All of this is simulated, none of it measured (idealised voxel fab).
Process module heading - voxel spacer lines
The figure presents cross-section cut, which has a width of 220 nm and is divided into square cells with an edge length of 5 nm.
Just so we're on the same page, the cross-sections are grids of square cells, and they're listed out in bands top to bottom, each band one or more rows deep. This entry defines a band. It first specifies the height of the band's top and the height of its bottom in nm, and then specifies the band's materials from left to right, stating each material with its width in nm. The word "all across" identifies a single material that fills the band from edge to edge, while the word "empty" identifies empty space. Heights from 0 (as-received wafer is one material below). Bottom band endless downward, as "0 nm and below". You'd read "30..40" like this: the band's top row of cells is as wide as the first number, its bottom row is as wide as the second, and going down, every row changes width by the same amount as the row before did. Key: "no alteration" - step with no changed cell in the cross-section. Look at "Non-vented voids" for the closed voids: empty spaces with no open path to the top, sized 8 cells or up. Each is width x height at distance, distance from the left edge, all nm. That trailing text on a step's line, after the settings, is the simulator's own remark on the step. The line of a step may include "overlay nm". On a step with a mask, this value is how far to the right of its planned place the mask lay. A negative value means the mask lay to the left.
Process steps (planned):
1) op RECEIVE | material Si
2) op CONFORMAL_DEP | material Al2O3 | thk nm 5
3) op DIRECTIONAL_DEP | material SiN | thk nm 15
4) op DIRECTIONAL_DEP | material polySi | thk nm 25
5) op PATTERN | tone cover | mask id MANDREL | material resist | width nm 20 | pitch nm 70 | thk nm 35 | overlay nm 0
6) op DIRECTIONAL_ETCH | etch materials polySi | depth nm 25
7) op STRIP | etch materials resist
8) op CONFORMAL_DEP | material SiO2 | thk nm 15
9) op DIRECTIONAL_ETCH | etch materials SiO2 | depth nm 15
10) op STRIP | etch materials polySi
11) op DIRECTIONAL_ETCH | etch materials SiN | depth nm 15
12) op STRIP | etch materials SiO2
13) op FILL_DEP | material lowk | thk nm 10
14) op CMP | height nm 20
Account of the first of two wafers, which was processed as intended:
as received, after step 1:
- 0 nm and below: Si all across
- Non-vented voids: none
Take a look at the wafer's cross-section after step 2:
- 5 nm to 0 nm: Al2O3 all across
- Beneath the level 0, the cross-section is identical to its previous state.
Take a look at the wafer's cross-section after step 3:
- 20 nm to 5 nm: SiN all across
- Beneath the level 5, the cross-section is identical to its previous state.
Take a look at the wafer's cross-section after step 4:
- 45 nm to 20 nm: polySi all across
- Beneath the level 20, the cross-section is identical to its previous state.
Take a look at the wafer's cross-section after step 5:
- 80 nm to 45 nm: empty (65), then resist (20), then empty (50), then resist (20), then empty (65)
- Beneath the level 45, the cross-section is identical to its previous state.
Take a look at the wafer's cross-section after step 6:
- 80 nm to 45 nm: empty (65), then resist (20), then empty (50), then resist (20), then empty (65)
- 45 nm to 20 nm: empty (65), then polySi (20), then empty (50), then polySi (20), then empty (65)
- Beneath the level 20, the cross-section is identical to its previous state.
Take a look at the wafer's cross-section after step 7:
- 45 nm to 20 nm: empty (65), then polySi (20), then empty (50), then polySi (20), then empty (65)
- Beneath the level 20, the cross-section is identical to its previous state.
Take a look at the wafer's cross-section after step 8:
- 60 nm to 45 nm: empty (50), then SiO2 (50), then empty (20), then SiO2 (50), then empty (50)
- 45 nm to 35 nm: empty (50), then SiO2 (15), then polySi (20), then SiO2 (15), then empty (20), then SiO2 (15), then polySi (20), then SiO2 (15), then empty (50)
- 35 nm to 20 nm: SiO2 (65), then polySi (20), then SiO2 (50), then polySi (20), then SiO2 (65)
- Beneath the level 20, the cross-section is identical to its previous state.
Take a look at the wafer's cross-section after step 9:
- 45 nm to 20 nm: empty (50), then SiO2 (15), then polySi (20), then SiO2 (15), then empty (20), then SiO2 (15), then polySi (20), then SiO2 (15), then empty (50)
- Beneath the level 20, the cross-section is identical to its previous state.
Take a look at the wafer's cross-section after step 10:
- 45 nm to 20 nm: empty (50), then SiO2 (15), then empty (20), then SiO2 (15), then empty (20), then SiO2 (15), then empty (20), then SiO2 (15), then empty (50)
- Beneath the level 20, the cross-section is identical to its previous state.
Take a look at the wafer's cross-section after step 11:
- 45 nm to 20 nm: empty (50), then SiO2 (15), then empty (20), then SiO2 (15), then empty (20), then SiO2 (15), then empty (20), then SiO2 (15), then empty (50)
- 20 nm to 5 nm: empty (50), then SiN (15), then empty (20), then SiN (15), then empty (20), then SiN (15), then empty (20), then SiN (15), then empty (50)
- Beneath the level 5, the cross-section is identical to its previous state.
Take a look at the wafer's cross-section after step 12:
- 20 nm to 5 nm: empty (50), then SiN (15), then empty (20), then SiN (15), then empty (20), then SiN (15), then empty (20), then SiN (15), then empty (50)
- Beneath the level 5, the cross-section is identical to its previous state.
Take a look at the wafer's cross-section after step 13:
- 30 nm to 20 nm: lowk all across
- 20 nm to 5 nm: lowk (50), then SiN (15), then lowk (20), then SiN (15), then lowk (20), then SiN (15), then lowk (20), then SiN (15), then lowk (50)
- Beneath the level 5, the cross-section is identical to its previous state.
Take a look at the wafer's cross-section after step 14:
- 20 nm to 5 nm: lowk (50), then SiN (15), then lowk (20), then SiN (15), then lowk (20), then SiN (15), then lowk (20), then SiN (15), then lowk (50)
- Beneath the level 5, the cross-section is identical to its previous state.
Wafer two. Identical start, identical plan. One mistake in execution. Identical history through step 7:
Second wafer at the planned finish of step 8, seen in cross-section:
- 55 nm to 45 nm: empty (55), then SiO2 (40), then empty (30), then SiO2 (40), then empty (55)
- 45 nm to 30 nm: empty (55), then SiO2 (10), then polySi (20), then SiO2 (10), then empty (30), then SiO2 (10), then polySi (20), then SiO2 (10), then empty (55)
- 30 nm to 20 nm: SiO2 (65), then polySi (20), then SiO2 (50), then polySi (20), then SiO2 (65)
- Beneath the level 20, the cross-section is identical to its previous state.
Second wafer at the planned finish of step 9, seen in cross-section:
- 45 nm to 40 nm: empty (65), then polySi (20), then empty (50), then polySi (20), then empty (65)
- 40 nm to 20 nm: empty (55), then SiO2 (10), then polySi (20), then SiO2 (10), then empty (30), then SiO2 (10), then polySi (20), then SiO2 (10), then empty (55)
- Beneath the level 20, the cross-section is identical to its previous state.
Second wafer at the planned finish of step 10, seen in cross-section:
- 40 nm to 20 nm: empty (55), then SiO2 (10), then empty (20), then SiO2 (10), then empty (30), then SiO2 (10), then empty (20), then SiO2 (10), then empty (55)
- Beneath the level 20, the cross-section is identical to its previous state.
Second wafer at the planned finish of step 11, seen in cross-section:
- 40 nm to 20 nm: empty (55), then SiO2 (10), then empty (20), then SiO2 (10), then empty (30), then SiO2 (10), then empty (20), then SiO2 (10), then empty (55)
- 20 nm to 5 nm: empty (55), then SiN (10), then empty (20), then SiN (10), then empty (30), then SiN (10), then empty (20), then SiN (10), then empty (55)
- Beneath the level 5, the cross-section is identical to its previous state.
Second wafer at the planned finish of step 12, seen in cross-section:
- 20 nm to 5 nm: empty (55), then SiN (10), then empty (20), then SiN (10), then empty (30), then SiN (10), then empty (20), then SiN (10), then empty (55)
- Beneath the level 5, the cross-section is identical to its previous state.
Second wafer at the planned finish of step 13, seen in cross-section:
- 30 nm to 20 nm: lowk all across
- 20 nm to 5 nm: lowk (55), then SiN (10), then lowk (20), then SiN (10), then lowk (30), then SiN (10), then lowk (20), then SiN (10), then lowk (55)
- Beneath the level 5, the cross-section is identical to its previous state.
Second wafer at the planned finish of step 14, seen in cross-section:
- 20 nm to 5 nm: lowk (55), then SiN (10), then lowk (20), then SiN (10), then lowk (30), then SiN (10), then lowk (20), then SiN (10), then lowk (55)
- Beneath the level 5, the cross-section is identical to its previous state.
In executing the process, a mistake was made relative to the plan: step 8, actual vs plan mismatch, actual run op CONFORMAL_DEP | material SiO2 | thk nm 10
Upon completion, the second wafer contains, in terms of cells, a greater or smaller amount of certain materials than the first wafer: SiN -12 | lowk +12
